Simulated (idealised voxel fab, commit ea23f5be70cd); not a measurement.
The process module presented herein is designated voxel transistor to metal.
285 nm wide, 5 nm square cells: that's cross-section cut.
Just so we're on the same page, the cross-sections are grids of square cells, and they're listed out in bands top to bottom, each band one or more rows deep.
In this notation a band is specified by the heights of its top and bottom, in that order and in nm, after which its materials appear from left to right, each paired with its width in nm. The word "everywhere" attached to a single material means that material fills the band from edge to edge; the word "empty" stands for empty space.
Height reference: 0 = level under which incoming wafer is all one material. Lowest band: no bottom, runs on downward, e.g. "0..down".
Top row gets the first number, bottom row gets the second, and each row in between changes by the same step: that is how a band width like "30..40" works.
Reading "nothing changed" for a step: not a cell of the cross-section changed in it.
Each empty space that has no open way to the top and spans at least 8 cells appears under "Sealed internal voids" as width x height at distance, the distance counted from the left edge, all in nm.
Anything after a step's settings on that line? It's the simulator's own note about the step.
When a step includes a mask, the "overlay nm" setting on its line states how far to the right of its planned place that mask lay, and negative values state how far to the left.
# Planned step list for the process
step 1: RECEIVE: material Si
step 2: CONFORMAL_DEP: material SiO2, thk nm 5
step 3: CONFORMAL_DEP: material SiN, thk nm 10
step 4: PATTERN: tone cover, mask id ACTIVE, material resist, width nm 115, pitch nm 135, thk nm 20, overlay nm 0
step 5: DIRECTIONAL_ETCH: etch materials SiN, depth nm 10
step 6: DIRECTIONAL_ETCH: etch materials SiO2, depth nm 5
step 7: DIRECTIONAL_ETCH: etch materials Si, depth nm 20
step 8: STRIP: etch materials resist
step 9: FILL_DEP: material SiO2, thk nm 5
step 10: CMP: height nm 15
step 11: SELECTIVE_ETCH: etch materials SiO2, depth nm 10
step 12: STRIP: etch materials SiN
step 13: SELECTIVE_ETCH: etch materials SiO2, depth nm 5
step 14: OXIDIZE: depth nm 5
step 15: DIRECTIONAL_DEP: material polySi, thk nm 30
step 16: DIRECTIONAL_DEP: material SiCN, thk nm 15
step 17: PATTERN: tone cover, mask id GATE, material resist, width nm 25, pitch nm 135, thk nm 20, overlay nm 0
step 18: DIRECTIONAL_ETCH: etch materials SiCN, depth nm 25
step 19: DIRECTIONAL_ETCH: etch materials polySi, depth nm 40
step 20: STRIP: etch materials resist
step 21: CONFORMAL_DEP: material SiO2, thk nm 5
step 22: DIRECTIONAL_ETCH: etch materials SiO2, depth nm 5
step 23: CONFORMAL_DEP: material SiN, thk nm 5
step 24: DIRECTIONAL_ETCH: etch materials SiN, depth nm 5
step 25: DIRECTIONAL_ETCH: etch materials SiO2, depth nm 5
step 26: DIRECTIONAL_ETCH: etch materials Si, depth nm 10
step 27: EPI: material pSi, thk nm 15
step 28: FILL_DEP: material SiO2, thk nm 5
step 29: CMP: height nm 45
step 30: DIRECTIONAL_DEP: material SiO2, thk nm 10
step 31: PATTERN: tone open, mask id CONTACT, material resist, width nm 15, thk nm 15, overlay nm 0
step 32: DIRECTIONAL_ETCH: etch materials SiO2, depth nm 55
step 33: STRIP: etch materials resist
step 34: CONFORMAL_DEP: material TiN, thk nm 5
step 35: FILL_DEP: material W, thk nm 10
step 36: CMP: height nm 55
step 37: CONFORMAL_DEP: material SiCN, thk nm 5
step 38: DIRECTIONAL_DEP: material SiO2, thk nm 20
step 39: DIRECTIONAL_DEP: material aC, thk nm 10
step 40: PATTERN: tone open, mask id METAL_1, material resist, width nm 15, thk nm 30, overlay nm 0
step 41: DIRECTIONAL_ETCH: etch materials aC, depth nm 10
step 42: STRIP: etch materials resist
step 43: DIRECTIONAL_ETCH: etch materials SiO2, depth nm 20
step 44: DIRECTIONAL_ETCH: etch materials SiCN, depth nm 5
step 45: STRIP: etch materials aC
step 46: CONFORMAL_DEP: material TiN, thk nm 5
step 47: FILL_DEP: material Cu, thk nm 5
step 48: CMP: height nm 80
step 49: CONFORMAL_DEP: material SiCN, thk nm 5
step 50: DIRECTIONAL_DEP: material lowk, thk nm 35
step 51: PATTERN: tone open, mask id METAL_2, material resist, width nm 15, pitch nm 135, thk nm 15, overlay nm 0
step 52: DIRECTIONAL_ETCH: etch materials lowk, depth nm 20
step 53: STRIP: etch materials resist
step 54: MASKED_ETCH: tone open, mask id METAL_2_HOLES, width nm 15, pitch nm 135, etch materials lowk, depth nm 15, overlay nm 0
step 55: MASKED_ETCH: tone open, mask id METAL_2_HOLES, width nm 15, pitch nm 135, etch materials SiCN, depth nm 5, overlay nm 0
step 56: CONFORMAL_DEP: material TiN, thk nm 5
step 57: FILL_DEP: material Ru, thk nm 5
step 58: CMP: height nm 120
step 59: CONFORMAL_DEP: material SiN, thk nm 5
# Step 1 complete: cross-section of the wafer as received
> 0..down  Si everywhere
> Sealed internal voids: none
# What the wafer looks like in cross-section after this module, when it starts as shown above and follows the plan above but one mistake is made in running it
> 125..120  SiN everywhere
> 120..85  25 of lowk; 5 of TiN; 5 of Ru; 5 of TiN; 120 of lowk; 5 of TiN; 5 of Ru; 5 of TiN; 110 of lowk
> 85..80  25 of SiCN; 15 of TiN; 120 of SiCN; 15 of TiN; 110 of SiCN
> 80..60  25 of SiO2; 5 of TiN; 5 of Cu; 5 of TiN; 65 of SiO2; 5 of TiN; 5 of Cu; 5 of TiN; 40 of SiO2; 5 of TiN; 5 of Cu; 5 of TiN; 65 of SiO2; 5 of TiN; 5 of Cu; 5 of TiN; 30 of SiO2
> 60..55  25 of SiCN; 15 of TiN; 65 of SiCN; 15 of TiN; 40 of SiCN; 15 of TiN; 65 of SiCN; 15 of TiN; 30 of SiCN
> 55..45  25 of SiO2; 5 of SiN; 5 of W; 5 of SiN; 65 of SiO2; 5 of SiN; 5 of W; 5 of SiN; 40 of SiO2; 5 of SiN; 5 of W; 5 of SiN; 65 of SiO2; 5 of SiN; 5 of W; 5 of SiN; 30 of SiO2
> 45..30  25 of SiO2; 5 of SiN; 5 of W; 5 of SiN; 10 of SiO2; 5 of SiN; 5 of SiO2; 25 of SiCN; 5 of SiO2; 5 of SiN; 10 of SiO2; 5 of SiN; 5 of W; 5 of SiN; 40 of SiO2; 5 of SiN; 5 of W; 5 of SiN; 10 of SiO2; 5 of SiN; 5 of SiO2; 25 of SiCN; 5 of SiO2; 5 of SiN; 10 of SiO2; 5 of SiN; 5 of W; 5 of SiN; 30 of SiO2
> 30..15  25 of SiO2; 5 of SiN; 5 of W; 5 of SiN; 10 of SiO2; 5 of SiN; 5 of SiO2; 25 of polySi; 5 of SiO2; 5 of SiN; 10 of SiO2; 5 of SiN; 5 of W; 5 of SiN; 40 of SiO2; 5 of SiN; 5 of W; 5 of SiN; 10 of SiO2; 5 of SiN; 5 of SiO2; 25 of polySi; 5 of SiO2; 5 of SiN; 10 of SiO2; 5 of SiN; 5 of W; 5 of SiN; 30 of SiO2
> 15..10  25 of SiO2; 15 of SiN; 10 of SiO2; 5 of SiN; 5 of SiO2; 25 of polySi; 5 of SiO2; 5 of SiN; 10 of SiO2; 15 of SiN; 40 of SiO2; 15 of SiN; 10 of SiO2; 5 of SiN; 5 of SiO2; 25 of polySi; 5 of SiO2; 5 of SiN; 10 of SiO2; 15 of SiN; 30 of SiO2
> 10..0  25 of SiO2; 10 of SiN; 15 of pSi; 5 of SiN; 5 of SiO2; 25 of polySi; 5 of SiO2; 5 of SiN; 15 of pSi; 10 of SiN; 40 of SiO2; 10 of SiN; 15 of pSi; 5 of SiN; 5 of SiO2; 25 of polySi; 5 of SiO2; 5 of SiN; 15 of pSi; 10 of SiN; 30 of SiO2
> 0..-5  10 of SiO2; 40 of pSi; 45 of SiO2; 40 of pSi; 10 of SiO2; 40 of pSi; 45 of SiO2; 40 of pSi; 15 of SiO2
> -5..-15  15 of SiO2; 35 of pSi; 45 of Si; 35 of pSi; 20 of SiO2; 35 of pSi; 45 of Si; 35 of pSi; 20 of SiO2
> -15..-20  15 of SiO2; 115 of Si; 20 of SiO2; 115 of Si; 20 of SiO2
> -20..down  Si everywhere
> Sealed internal voids: none
Against the plan, the run slipped here: step 34 off recipe, ran as CONFORMAL_DEP: material SiN, thk nm 5
